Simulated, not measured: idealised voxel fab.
process module | voxel self aligned vias
The width of the displayed cross-section, cut, is 255 nm; its cells are square, with a size of 5 nm.
A cross-section in this document is a grid of square cells, and it is written down as bands, the top band listed before the ones below it; a band is made up of one or more rows of cells. Look at the band entry: it leads with the top's height and the bottom's height in nm. Then it lists the materials left to right, with a width in nm for each. The word "edge to edge" on a single material says that material fills the band edge to edge. The word "blank" is empty space. Zero point of the height axis is 0; under it, received wafer = one material. Lowest band: continues down indefinitely, "0 down". Graded width ("30..40"): value in top row of band = first number; value in bottom row = second number; row-to-row change constant. A step reported as "no alteration" is a step in which no cell of the cross-section changed. The entry "Encapsulated voids" lists the empty spaces that cover at least 8 cells and have no open path to the top. Each is written as width x height at distance, where the distance is measured from the left edge and all three values are in nm. What comes after the settings on a step's line is commentary from the simulator itself on that step. You can add "overlay nm" to a step's line. For a step with a mask, it describes how far the mask lay to the right of its planned position, and a negative number describes a lay to the left.
**The process steps that were planned are listed below**
1. RECEIVE (material Si)
2. CONFORMAL_DEP (material SiO2; thk nm 10)
3. CONFORMAL_DEP (material SiCN; thk nm 5)
4. DIRECTIONAL_DEP (material lowk; thk nm 30)
5. PATTERN (tone open; mask id LINES; material resist; width nm 25; pitch nm 70; thk nm 15; overlay nm 0)
6. DIRECTIONAL_ETCH (etch materials lowk; depth nm 30)
7. STRIP (etch materials resist)
8. CONFORMAL_DEP (material TiN; thk nm 5)
9. FILL_DEP (material Ru; thk nm 5)
10. CMP (height nm 45)
11. SELECTIVE_ETCH (etch materials W Ru TiN; depth nm 5)
12. FILL_DEP (material SiN; thk nm 10)
13. CMP (height nm 45)
14. DIRECTIONAL_DEP (material lowk; thk nm 15)
15. DIRECTIONAL_DEP (material aC; thk nm 10)
16. PATTERN (tone open; mask id VIAS; material resist; width nm 45; thk nm 30; overlay nm 0)
17. DIRECTIONAL_ETCH (etch materials aC; depth nm 10)
18. STRIP (etch materials resist)
19. DIRECTIONAL_ETCH (etch materials lowk; depth nm 15)
20. DIRECTIONAL_ETCH (etch materials SiN; depth nm 5)
21. STRIP (etch materials aC)
22. CONFORMAL_DEP (material TiN; thk nm 5)
23. FILL_DEP (material Ru; thk nm 5)
24. CMP (height nm 60)
25. CONFORMAL_DEP (material SiN; thk nm 5)
**Shown in cross-section is the wafer as received, that is, as it stands after step 1**
    0 down | Si edge to edge
    Encapsulated voids: none
**Post-module cross-section of the first of two wafers (run per plan)**
    65 to 60 | SiN edge to edge
    60 to 50 | 70 of lowk, then 5 of TiN, then 35 of Ru, then 5 of TiN, then 140 of lowk
    50 to 45 | 70 of lowk, then 15 of TiN, then 15 of Ru, then 15 of TiN, then 140 of lowk
    45 to 40 | 80 of lowk, then 25 of TiN, then 45 of lowk, then 25 of SiN, then 80 of lowk
    40 to 20 | 80 of lowk, then 5 of TiN, then 15 of Ru, then 5 of TiN, then 45 of lowk, then 5 of TiN, then 15 of Ru, then 5 of TiN, then 80 of lowk
    20 to 15 | 80 of lowk, then 25 of TiN, then 45 of lowk, then 25 of TiN, then 80 of lowk
    15 to 10 | SiCN edge to edge
    10 to 0 | SiO2 edge to edge
    0 down | Si edge to edge
    Encapsulated voids: none
**Presented here is a cross-section of the second of the two wafers as it stood at the end of the module. It was started in the same manner and assigned the same plan as the first wafer; however, one mistake was made in its execution**
    65 to 60 | SiN edge to edge
    60 to 50 | 70 of lowk, then 5 of TiN, then 35 of Ru, then 5 of TiN, then 140 of lowk
    50 to 45 | 70 of lowk, then 45 of TiN, then 140 of lowk
    45 to 40 | lowk edge to edge
    40 to 20 | 80 of lowk, then 5 of TiN, then 15 of Ru, then 5 of TiN, then 45 of lowk, then 5 of TiN, then 15 of Ru, then 5 of TiN, then 80 of lowk
    20 to 15 | 80 of lowk, then 25 of TiN, then 45 of lowk, then 25 of TiN, then 80 of lowk
    15 to 10 | SiCN edge to edge
    10 to 0 | SiO2 edge to edge
    0 down | Si edge to edge
    Encapsulated voids: none
It is concluded that the wafer was processed incorrectly with respect to the plan, in that step 12 was processed under conditions differing from the plan, specifically as FILL_DEP (material lowk; thk nm 10)
Final comparison by cell count, materials where the second wafer has more or fewer than the first: Ru -3 | SiN -5 | TiN -2 | lowk +10
